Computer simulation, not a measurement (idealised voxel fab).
process module | voxel transistor to metal
cross-section cut | 150 nm wide | cells 5 nm
A cross-section is a grid of square cells, given in bands from the top down. A band is one or more rows of cells.
Each band's line starts with the height of the band's top and of its bottom, in nm. Then come its materials from left to right, each with its width in nm. One material with "throughout" fills the band from edge to edge. "air" is empty space.
Height 0 is the level under which the wafer as received is all one material. The lowest band goes on downwards, as in "0 down".
A width such as "30 to 40" changes by the same amount from each row of cells to the next, from the band's top row to its bottom row.
"no change" after a step means that no cell of the cross-section changed.
closed voids: empty space of 8 cells or more with no open way to the top, each as width x height at its distance from the left edge, in nm
after a step's settings: what the simulator itself notes on the step
overlay nm, on a step with a mask: how far to the right of its planned place the mask lay; to the left if negative
plan
1 op RECEIVE | material Si
2 op CONFORMAL_DEP | material SiO2 | thk nm 5
3 op CONFORMAL_DEP | material SiN | thk nm 15
4 op DIRECTIONAL_DEP | material aC | thk nm 10
5 op PATTERN | tone cover | mask id ACTIVE | material resist | width nm 105 | thk nm 30 | overlay nm 0
6 op DIRECTIONAL_ETCH | etch materials aC | depth nm 10
7 op STRIP | etch materials resist
8 op DIRECTIONAL_ETCH | etch materials SiN | depth nm 15
9 op DIRECTIONAL_ETCH | etch materials SiO2 | depth nm 5
10 op DIRECTIONAL_ETCH | etch materials Si | depth nm 35
11 op STRIP | etch materials aC
12 op OXIDIZE | depth nm 5
13 op FILL_DEP | material SiO2 | thk nm 5
14 op CMP | height nm 20
15 op SELECTIVE_ETCH | etch materials SiO2 | depth nm 5
16 op STRIP | etch materials SiN
17 op SELECTIVE_ETCH | etch materials SiO2 | depth nm 5
18 op OXIDIZE | depth nm 5
19 op DIRECTIONAL_DEP | material polySi | thk nm 20
20 op DIRECTIONAL_DEP | material SiCN | thk nm 15
21 op MASKED_ETCH | tone cover | mask id GATE | width nm 25 | etch materials SiCN | depth nm 25 | overlay nm 0
22 op MASKED_ETCH | tone cover | mask id GATE | width nm 25 | etch materials polySi | depth nm 30 | overlay nm 0
23 op CONFORMAL_DEP | material SiO2 | thk nm 5
24 op DIRECTIONAL_ETCH | etch materials SiO2 | depth nm 5
25 op CONFORMAL_DEP | material SiN | thk nm 5
26 op DIRECTIONAL_ETCH | etch materials SiN | depth nm 5
27 op DIRECTIONAL_ETCH | etch materials SiO2 | depth nm 5
28 op DIRECTIONAL_ETCH | etch materials Si | depth nm 10
29 op EPI | material pSi | thk nm 15
30 op FILL_DEP | material SiO2 | thk nm 10
31 op CMP | height nm 35
32 op DIRECTIONAL_DEP | material SiO2 | thk nm 10
33 op PATTERN | tone open | mask id CONTACT | material resist | width nm 30 | pitch nm 65 | thk nm 15 | overlay nm 0
34 op DIRECTIONAL_ETCH | etch materials SiO2 | depth nm 45
35 op STRIP | etch materials resist
36 op CONFORMAL_DEP | material TiN | thk nm 5
37 op FILL_DEP | material W | thk nm 5
38 op CMP | height nm 45
39 op DIRECTIONAL_DEP | material TiN | thk nm 5
40 op DIRECTIONAL_DEP | material W | thk nm 15
41 op PATTERN | tone cover | mask id METAL_1 | material resist | width nm 20 | pitch nm 75 | thk nm 20 | overlay nm 0
42 op DIRECTIONAL_ETCH | etch materials W | depth nm 15
43 op DIRECTIONAL_ETCH | etch materials TiN | depth nm 5
44 op STRIP | etch materials resist
45 op FILL_DEP | material lowk | thk nm 10
46 op CMP | height nm 65
47 op CONFORMAL_DEP | material SiCN | thk nm 5
first wafer, as planned
as received, after step 1
  0 down: Si throughout
  closed voids: none
after step 2
  5 to 0: SiO2 throughout
  below 0: unchanged
after step 3
  20 to 5: SiN throughout
  below 5: unchanged
after step 4
  30 to 20: aC throughout
  below 20: unchanged
after step 5
  60 to 30: air 20 | resist 105 | air 25
  below 30: unchanged
after step 6
  50 to 30: air 20 | resist 105 | air 25
  30 to 20: air 20 | aC 105 | air 25
  below 20: unchanged
after step 7
  30 to 20: air 20 | aC 105 | air 25
  below 20: unchanged
after step 8
  30 to 20: air 20 | aC 105 | air 25
  20 to 5: air 20 | SiN 105 | air 25
  below 5: unchanged
after step 9
  30 to 20: air 20 | aC 105 | air 25
  20 to 5: air 20 | SiN 105 | air 25
  5 to 0: air 20 | SiO2 105 | air 25
  below 0: unchanged
after step 10
  30 to 20: air 20 | aC 105 | air 25
  20 to 5: air 20 | SiN 105 | air 25
  5 to 0: air 20 | SiO2 105 | air 25
  0 to -35: air 20 | Si 105 | air 25
  below -35: unchanged
after step 11
  20 to 5: air 20 | SiN 105 | air 25
  below 5: unchanged
after step 12
  20 to 5: air 20 | SiN 105 | air 25
  5 to 0: air 20 | SiO2 105 | air 25
  0 to -35: air 20 | SiO2 5 | Si 95 | SiO2 5 | air 25
  -35 to -40: SiO2 25 | Si 95 | SiO2 30
  below -40: unchanged
after step 13
  25 to 20: SiO2 throughout
  20 to 5: SiO2 20 | SiN 105 | SiO2 25
  5 to 0: SiO2 throughout
  0 to -40: SiO2 25 | Si 95 | SiO2 30
  below -40: unchanged
after step 14
  20 to 5: SiO2 20 | SiN 105 | SiO2 25
  below 5: unchanged
after step 15
  20 to 15: air 20 | SiN 105 | air 25
  below 15: unchanged
after step 16
  15 to 5: SiO2 20 | air 105 | SiO2 25
  below 5: unchanged
after step 17
  10 to 0: SiO2 15 | air 115 | SiO2 20
  below 0: unchanged
after step 18
  10 to 0: SiO2 15 | air 115 | SiO2 20
  0 to -5: SiO2 throughout
  below -5: unchanged
after step 19
  30 to 20: polySi 15 | air 115 | polySi 20
  20 to 10: polySi throughout
  10 to 0: SiO2 15 | polySi 115 | SiO2 20
  below 0: unchanged
after step 20
  45 to 35: SiCN 15 | air 115 | SiCN 20
  35 to 30: SiCN throughout
  30 to 20: polySi 15 | SiCN 115 | polySi 20
  below 20: unchanged
after step 21
  35 to 30: air 60 | SiCN 25 | air 65
  30 to 20: polySi 15 | air 45 | SiCN 25 | air 45 | polySi 20
  below 20: unchanged
after step 22
  35 to 20: air 60 | SiCN 25 | air 65
  20 to 10: air 60 | polySi 25 | air 65
  10 to 0: SiO2 15 | air 45 | polySi 25 | air 45 | SiO2 20
  below 0: unchanged
after step 23
  40 to 35: air 55 | SiO2 35 | air 60
  35 to 20: air 55 | SiO2 5 | SiCN 25 | SiO2 5 | air 60
  20 to 15: air 55 | SiO2 5 | polySi 25 | SiO2 5 | air 60
  15 to 5: SiO2 20 | air 35 | SiO2 5 | polySi 25 | SiO2 5 | air 35 | SiO2 25
  5 to 0: SiO2 60 | polySi 25 | SiO2 65
  below 0: unchanged
after step 24
  35 to 20: air 55 | SiO2 5 | SiCN 25 | SiO2 5 | air 60
  20 to 10: air 55 | SiO2 5 | polySi 25 | SiO2 5 | air 60
  10 to 0: SiO2 20 | air 35 | SiO2 5 | polySi 25 | SiO2 5 | air 35 | SiO2 25
  below 0: unchanged
after step 25
  40 to 35: air 50 | SiN 45 | air 55
  35 to 20: air 50 | SiN 5 | SiO2 5 | SiCN 25 | SiO2 5 | SiN 5 | air 55
  20 to 15: air 50 | SiN 5 | SiO2 5 | polySi 25 | SiO2 5 | SiN 5 | air 55
  15 to 10: SiN 25 | air 25 | SiN 5 | SiO2 5 | polySi 25 | SiO2 5 | SiN 5 | air 25 | SiN 30
  10 to 5: SiO2 20 | SiN 5 | air 25 | SiN 5 | SiO2 5 | polySi 25 | SiO2 5 | SiN 5 | air 25 | SiN 5 | SiO2 25
  5 to 0: SiO2 20 | SiN 35 | SiO2 5 | polySi 25 | SiO2 5 | SiN 35 | SiO2 25
  below 0: unchanged
after step 26
  35 to 20: air 50 | SiN 5 | SiO2 5 | SiCN 25 | SiO2 5 | SiN 5 | air 55
  20 to 10: air 50 | SiN 5 | SiO2 5 | polySi 25 | SiO2 5 | SiN 5 | air 55
  10 to 0: SiO2 20 | SiN 5 | air 25 | SiN 5 | SiO2 5 | polySi 25 | SiO2 5 | SiN 5 | air 25 | SiN 5 | SiO2 25
  below 0: unchanged
after step 27
  35 to 30: air 50 | SiN 5 | air 5 | SiCN 25 | air 5 | SiN 5 | air 55
  30 to 20: air 50 | SiN 5 | SiO2 5 | SiCN 25 | SiO2 5 | SiN 5 | air 55
  20 to 10: air 50 | SiN 5 | SiO2 5 | polySi 25 | SiO2 5 | SiN 5 | air 55
  10 to 5: air 20 | SiN 5 | air 25 | SiN 5 | SiO2 5 | polySi 25 | SiO2 5 | SiN 5 | air 25 | SiN 5 | air 25
  5 to 0: SiO2 20 | SiN 5 | air 25 | SiN 5 | SiO2 5 | polySi 25 | SiO2 5 | SiN 5 | air 25 | SiN 5 | SiO2 25
  0 to -5: SiO2 25 | air 25 | SiO2 45 | air 25 | SiO2 30
  below -5: unchanged
after step 28
  35 to 30: air 50 | SiN 5 | air 5 | SiCN 25 | air 5 | SiN 5 | air 55
  30 to 20: air 50 | SiN 5 | SiO2 5 | SiCN 25 | SiO2 5 | SiN 5 | air 55
  20 to 10: air 50 | SiN 5 | SiO2 5 | polySi 25 | SiO2 5 | SiN 5 | air 55
  10 to 5: air 20 | SiN 5 | air 25 | SiN 5 | SiO2 5 | polySi 25 | SiO2 5 | SiN 5 | air 25 | SiN 5 | air 25
  5 to 0: SiO2 20 | SiN 5 | air 25 | SiN 5 | SiO2 5 | polySi 25 | SiO2 5 | SiN 5 | air 25 | SiN 5 | SiO2 25
  0 to -5: SiO2 25 | air 25 | SiO2 45 | air 25 | SiO2 30
  -5 to -15: SiO2 25 | air 25 | Si 45 | air 25 | SiO2 30
  below -15: unchanged
after step 29
  35 to 30: air 50 | SiN 5 | air 5 | SiCN 25 | air 5 | SiN 5 | air 55
  30 to 20: air 50 | SiN 5 | SiO2 5 | SiCN 25 | SiO2 5 | SiN 5 | air 55
  20 to 10: air 50 | SiN 5 | SiO2 5 | polySi 25 | SiO2 5 | SiN 5 | air 55
  10 to 5: air 20 | SiN 5 | air 10 | pSi 15 | SiN 5 | SiO2 5 | polySi 25 | SiO2 5 | SiN 5 | pSi 15 | air 10 | SiN 5 | air 25
  5 to 0: SiO2 20 | SiN 5 | air 10 | pSi 15 | SiN 5 | SiO2 5 | polySi 25 | SiO2 5 | SiN 5 | pSi 15 | air 10 | SiN 5 | SiO2 25
  0 to -5: SiO2 25 | pSi 25 | SiO2 45 | pSi 25 | SiO2 30
  -5 to -15: SiO2 25 | pSi 25 | Si 45 | pSi 25 | SiO2 30
  below -15: unchanged
after step 30
  45 to 35: SiO2 throughout
  35 to 20: SiO2 50 | SiN 5 | SiO2 5 | SiCN 25 | SiO2 5 | SiN 5 | SiO2 55
  20 to 10: SiO2 50 | SiN 5 | SiO2 5 | polySi 25 | SiO2 5 | SiN 5 | SiO2 55
  10 to 0: SiO2 20 | SiN 5 | SiO2 10 | pSi 15 | SiN 5 | SiO2 5 | polySi 25 | SiO2 5 | SiN 5 | pSi 15 | SiO2 10 | SiN 5 | SiO2 25
  below 0: unchanged
after step 31
  35 to 20: SiO2 50 | SiN 5 | SiO2 5 | SiCN 25 | SiO2 5 | SiN 5 | SiO2 55
  below 20: unchanged
after step 32
  45 to 35: SiO2 throughout
  below 35: unchanged
after step 33
  60 to 45: resist 25 | air 30 | resist 35 | air 30 | resist 30
  below 45: unchanged
after step 34
  60 to 45: resist 25 | air 30 | resist 35 | air 30 | resist 30
  45 to 35: SiO2 25 | air 30 | SiO2 35 | air 30 | SiO2 30
  35 to 20: SiO2 25 | air 25 | SiN 5 | SiO2 5 | SiCN 25 | SiO2 5 | SiN 5 | air 25 | SiO2 30
  20 to 10: SiO2 25 | air 25 | SiN 5 | SiO2 5 | polySi 25 | SiO2 5 | SiN 5 | air 25 | SiO2 30
  10 to 0: SiO2 20 | SiN 5 | air 10 | pSi 15 | SiN 5 | SiO2 5 | polySi 25 | SiO2 5 | SiN 5 | pSi 15 | air 10 | SiN 5 | SiO2 25
  below 0: unchanged
after step 35
  45 to 35: SiO2 25 | air 30 | SiO2 35 | air 30 | SiO2 30
  below 35: unchanged
after step 36
  50 to 45: TiN 30 | air 20 | TiN 45 | air 20 | TiN 35
  45 to 35: SiO2 25 | TiN 5 | air 20 to 15 | TiN 5 to 10 | SiO2 35 | TiN 5 to 10 | air 20 to 15 | TiN 5 | SiO2 30
  35 to 20: SiO2 25 | TiN 5 | air 15 | TiN 5 | SiN 5 | SiO2 5 | SiCN 25 | SiO2 5 | SiN 5 | TiN 5 | air 15 | TiN 5 | SiO2 30
  20 to 15: SiO2 25 | TiN 5 | air 15 | TiN 5 | SiN 5 | SiO2 5 | polySi 25 | SiO2 5 | SiN 5 | TiN 5 | air 15 | TiN 5 | SiO2 30
  15 to 10: SiO2 25 | TiN 25 | SiN 5 | SiO2 5 | polySi 25 | SiO2 5 | SiN 5 | TiN 25 | SiO2 30
  10 to 0: SiO2 20 | SiN 5 | TiN 10 | pSi 15 | SiN 5 | SiO2 5 | polySi 25 | SiO2 5 | SiN 5 | pSi 15 | TiN 10 | SiN 5 | SiO2 25
  below 0: unchanged
after step 37
  55 to 50: W throughout
  50 to 45: TiN 30 | W 20 | TiN 45 | W 20 | TiN 35
  45 to 35: SiO2 25 | TiN 5 | W 20 to 15 | TiN 5 to 10 | SiO2 35 | TiN 5 to 10 | W 20 to 15 | TiN 5 | SiO2 30
  35 to 20: SiO2 25 | TiN 5 | W 15 | TiN 5 | SiN 5 | SiO2 5 | SiCN 25 | SiO2 5 | SiN 5 | TiN 5 | W 15 | TiN 5 | SiO2 30
  20 to 15: SiO2 25 | TiN 5 | W 15 | TiN 5 | SiN 5 | SiO2 5 | polySi 25 | SiO2 5 | SiN 5 | TiN 5 | W 15 | TiN 5 | SiO2 30
  below 15: unchanged
after step 38
  45 to 35: SiO2 25 | TiN 5 | W 20 to 15 | TiN 5 to 10 | SiO2 35 | TiN 5 to 10 | W 20 to 15 | TiN 5 | SiO2 30
  below 35: unchanged
after step 39
  50 to 45: TiN throughout
  below 45: unchanged
after step 40
  65 to 50: W throughout
  below 50: unchanged
after step 41
  85 to 65: air 25 | resist 20 | air 55 | resist 20 | air 30
  below 65: unchanged
after step 42
  85 to 65: air 25 | resist 20 | air 55 | resist 20 | air 30
  65 to 50: air 25 | W 20 | air 55 | W 20 | air 30
  below 50: unchanged
after step 43
  85 to 65: air 25 | resist 20 | air 55 | resist 20 | air 30
  65 to 50: air 25 | W 20 | air 55 | W 20 | air 30
  50 to 45: air 25 | TiN 20 | air 55 | TiN 20 | air 30
  below 45: unchanged
after step 44
  65 to 50: air 25 | W 20 | air 55 | W 20 | air 30
  below 50: unchanged
after step 45
  75 to 65: lowk throughout
  65 to 50: lowk 25 | W 20 | lowk 55 | W 20 | lowk 30
  50 to 45: lowk 25 | TiN 20 | lowk 55 | TiN 20 | lowk 30
  below 45: unchanged
after step 46
  65 to 50: lowk 25 | W 20 | lowk 55 | W 20 | lowk 30
  below 50: unchanged
after step 47
  70 to 65: SiCN throughout
  below 65: unchanged
second wafer: like start, like plan, one mistake. Through step 15 it matches the first wafer
when step 16 should have ended
  20 to 10: air 20 | SiN 105 | air 25
  below 10: unchanged
when step 17 should have ended
  10 to 5: SiO2 20 | air 105 | SiO2 25
  below 5: unchanged
when step 18 should have ended: no change
when step 19 should have ended
  30 to 25: polySi 20 | air 105 | polySi 25
  25 to 10: polySi throughout
  10 to 5: SiO2 20 | polySi 105 | SiO2 25
  below 5: unchanged
when step 20 should have ended
  45 to 40: SiCN 20 | air 105 | SiCN 25
  40 to 30: SiCN throughout
  30 to 25: polySi 20 | SiCN 105 | polySi 25
  below 25: unchanged
when step 21 should have ended
  40 to 30: air 60 | SiCN 25 | air 65
  30 to 25: polySi 20 | air 40 | SiCN 25 | air 40 | polySi 25
  below 25: unchanged
when step 22 should have ended
  40 to 25: air 60 | SiCN 25 | air 65
  25 to 10: air 60 | polySi 25 | air 65
  10 to 5: SiO2 20 | air 40 | polySi 25 | air 40 | SiO2 25
  below 5: unchanged
when step 23 should have ended
  45 to 40: air 55 | SiO2 35 | air 60
  40 to 25: air 55 | SiO2 5 | SiCN 25 | SiO2 5 | air 60
  25 to 15: air 55 | SiO2 5 | polySi 25 | SiO2 5 | air 60
  15 to 10: SiO2 25 | air 30 | SiO2 5 | polySi 25 | SiO2 5 | air 30 | SiO2 30
  10 to 5: SiO2 60 | polySi 25 | SiO2 65
  below 5: unchanged
when step 24 should have ended
  40 to 25: air 55 | SiO2 5 | SiCN 25 | SiO2 5 | air 60
  25 to 10: air 55 | SiO2 5 | polySi 25 | SiO2 5 | air 60
  10 to 5: SiO2 25 | air 30 | SiO2 5 | polySi 25 | SiO2 5 | air 30 | SiO2 30
  below 5: unchanged
when step 25 should have ended
  45 to 40: air 50 | SiN 45 | air 55
  40 to 25: air 50 | SiN 5 | SiO2 5 | SiCN 25 | SiO2 5 | SiN 5 | air 55
  25 to 15: air 50 | SiN 5 | SiO2 5 | polySi 25 | SiO2 5 | SiN 5 | air 55
  15 to 10: SiN 30 | air 20 | SiN 5 | SiO2 5 | polySi 25 | SiO2 5 | SiN 5 | air 20 | SiN 35
  10 to 5: SiO2 25 | SiN 30 | SiO2 5 | polySi 25 | SiO2 5 | SiN 30 | SiO2 30
  below 5: unchanged
when step 26 should have ended
  40 to 25: air 50 | SiN 5 | SiO2 5 | SiCN 25 | SiO2 5 | SiN 5 | air 55
  25 to 10: air 50 | SiN 5 | SiO2 5 | polySi 25 | SiO2 5 | SiN 5 | air 55
  10 to 5: SiO2 25 | SiN 5 | air 20 | SiN 5 | SiO2 5 | polySi 25 | SiO2 5 | SiN 5 | air 20 | SiN 5 | SiO2 30
  below 5: unchanged
when step 27 should have ended
  40 to 35: air 50 | SiN 5 | air 5 | SiCN 25 | air 5 | SiN 5 | air 55
  35 to 25: air 50 | SiN 5 | SiO2 5 | SiCN 25 | SiO2 5 | SiN 5 | air 55
  25 to 10: air 50 | SiN 5 | SiO2 5 | polySi 25 | SiO2 5 | SiN 5 | air 55
  10 to 5: air 25 | SiN 5 | air 20 | SiN 5 | SiO2 5 | polySi 25 | SiO2 5 | SiN 5 | air 20 | SiN 5 | air 30
  5 to 0: SiO2 30 | air 20 | SiO2 45 | air 20 | SiO2 35
  below 0: unchanged
when step 28 should have ended
  40 to 35: air 50 | SiN 5 | air 5 | SiCN 25 | air 5 | SiN 5 | air 55
  35 to 25: air 50 | SiN 5 | SiO2 5 | SiCN 25 | SiO2 5 | SiN 5 | air 55
  25 to 10: air 50 | SiN 5 | SiO2 5 | polySi 25 | SiO2 5 | SiN 5 | air 55
  10 to 5: air 25 | SiN 5 | air 20 | SiN 5 | SiO2 5 | polySi 25 | SiO2 5 | SiN 5 | air 20 | SiN 5 | air 30
  5 to 0: SiO2 30 | air 20 | SiO2 45 | air 20 | SiO2 35
  0 to -10: SiO2 25 | Si 5 | air 20 | Si 45 | air 20 | Si 5 | SiO2 30
  below -10: unchanged
when step 29 should have ended
  40 to 35: air 50 | SiN 5 | air 5 | SiCN 25 | air 5 | SiN 5 | air 55
  35 to 25: air 50 | SiN 5 | SiO2 5 | SiCN 25 | SiO2 5 | SiN 5 | air 55
  25 to 15: air 50 | SiN 5 | SiO2 5 | polySi 25 | SiO2 5 | SiN 5 | air 55
  15 to 10: air 25 | pSi 25 | SiN 5 | SiO2 5 | polySi 25 | SiO2 5 | SiN 5 | pSi 25 | air 30
  10 to 5: air 25 | SiN 5 | pSi 20 | SiN 5 | SiO2 5 | polySi 25 | SiO2 5 | SiN 5 | pSi 20 | SiN 5 | air 30
  5 to 0: SiO2 30 | pSi 20 | SiO2 45 | pSi 20 | SiO2 35
  0 to -10: SiO2 25 | Si 5 | pSi 20 | Si 45 | pSi 20 | Si 5 | SiO2 30
  below -10: unchanged
when step 30 should have ended
  50 to 40: SiO2 throughout
  40 to 25: SiO2 50 | SiN 5 | SiO2 5 | SiCN 25 | SiO2 5 | SiN 5 | SiO2 55
  25 to 15: SiO2 50 | SiN 5 | SiO2 5 | polySi 25 | SiO2 5 | SiN 5 | SiO2 55
  15 to 10: SiO2 25 | pSi 25 | SiN 5 | SiO2 5 | polySi 25 | SiO2 5 | SiN 5 | pSi 25 | SiO2 30
  10 to 5: SiO2 25 | SiN 5 | pSi 20 | SiN 5 | SiO2 5 | polySi 25 | SiO2 5 | SiN 5 | pSi 20 | SiN 5 | SiO2 30
  below 5: unchanged
when step 31 should have ended
  35 to 25: SiO2 50 | SiN 5 | SiO2 5 | SiCN 25 | SiO2 5 | SiN 5 | SiO2 55
  below 25: unchanged
when step 32 should have ended
  45 to 35: SiO2 throughout
  below 35: unchanged
when step 33 should have ended
  60 to 45: resist 25 | air 30 | resist 35 | air 30 | resist 30
  below 45: unchanged
when step 34 should have ended
  60 to 45: resist 25 | air 30 | resist 35 | air 30 | resist 30
  45 to 35: SiO2 25 | air 30 | SiO2 35 | air 30 | SiO2 30
  35 to 25: SiO2 25 | air 25 | SiN 5 | SiO2 5 | SiCN 25 | SiO2 5 | SiN 5 | air 25 | SiO2 30
  25 to 15: SiO2 25 | air 25 | SiN 5 | SiO2 5 | polySi 25 | SiO2 5 | SiN 5 | air 25 | SiO2 30
  below 15: unchanged
when step 35 should have ended
  45 to 35: SiO2 25 | air 30 | SiO2 35 | air 30 | SiO2 30
  below 35: unchanged
when step 36 should have ended
  50 to 45: TiN 30 | air 20 | TiN 45 | air 20 | TiN 35
  45 to 35: SiO2 25 | TiN 5 | air 20 to 15 | TiN 5 to 10 | SiO2 35 | TiN 5 to 10 | air 20 to 15 | TiN 5 | SiO2 30
  35 to 25: SiO2 25 | TiN 5 | air 15 | TiN 5 | SiN 5 | SiO2 5 | SiCN 25 | SiO2 5 | SiN 5 | TiN 5 | air 15 | TiN 5 | SiO2 30
  25 to 20: SiO2 25 | TiN 5 | air 15 | TiN 5 | SiN 5 | SiO2 5 | polySi 25 | SiO2 5 | SiN 5 | TiN 5 | air 15 | TiN 5 | SiO2 30
  20 to 15: SiO2 25 | TiN 25 | SiN 5 | SiO2 5 | polySi 25 | SiO2 5 | SiN 5 | TiN 25 | SiO2 30
  below 15: unchanged
when step 37 should have ended
  55 to 50: W throughout
  50 to 45: TiN 30 | W 20 | TiN 45 | W 20 | TiN 35
  45 to 35: SiO2 25 | TiN 5 | W 20 to 15 | TiN 5 to 10 | SiO2 35 | TiN 5 to 10 | W 20 to 15 | TiN 5 | SiO2 30
  35 to 25: SiO2 25 | TiN 5 | W 15 | TiN 5 | SiN 5 | SiO2 5 | SiCN 25 | SiO2 5 | SiN 5 | TiN 5 | W 15 | TiN 5 | SiO2 30
  25 to 20: SiO2 25 | TiN 5 | W 15 | TiN 5 | SiN 5 | SiO2 5 | polySi 25 | SiO2 5 | SiN 5 | TiN 5 | W 15 | TiN 5 | SiO2 30
  below 20: unchanged
when step 38 should have ended
  45 to 35: SiO2 25 | TiN 5 | W 20 to 15 | TiN 5 to 10 | SiO2 35 | TiN 5 to 10 | W 20 to 15 | TiN 5 | SiO2 30
  below 35: unchanged
when step 39 should have ended
  50 to 45: TiN throughout
  below 45: unchanged
when step 40 should have ended
  65 to 50: W throughout
  below 50: unchanged
when step 41 should have ended
  85 to 65: air 25 | resist 20 | air 55 | resist 20 | air 30
  below 65: unchanged
when step 42 should have ended
  85 to 65: air 25 | resist 20 | air 55 | resist 20 | air 30
  65 to 50: air 25 | W 20 | air 55 | W 20 | air 30
  below 50: unchanged
when step 43 should have ended
  85 to 65: air 25 | resist 20 | air 55 | resist 20 | air 30
  65 to 50: air 25 | W 20 | air 55 | W 20 | air 30
  50 to 45: air 25 | TiN 20 | air 55 | TiN 20 | air 30
  below 45: unchanged
when step 44 should have ended
  65 to 50: air 25 | W 20 | air 55 | W 20 | air 30
  below 50: unchanged
when step 45 should have ended
  75 to 65: lowk throughout
  65 to 50: lowk 25 | W 20 | lowk 55 | W 20 | lowk 30
  50 to 45: lowk 25 | TiN 20 | lowk 55 | TiN 20 | lowk 30
  below 45: unchanged
when step 46 should have ended
  65 to 50: lowk 25 | W 20 | lowk 55 | W 20 | lowk 30
  below 50: unchanged
when step 47 should have ended
  70 to 65: SiCN throughout
  below 65: unchanged
what went wrong: steps 16 and 17 were swapped
at the end the second wafer has, in cells: 23 more of Si | 5 fewer of SiCN | 4 fewer of SiN | 4 more of SiO2 | 12 fewer of TiN | 6 fewer of W
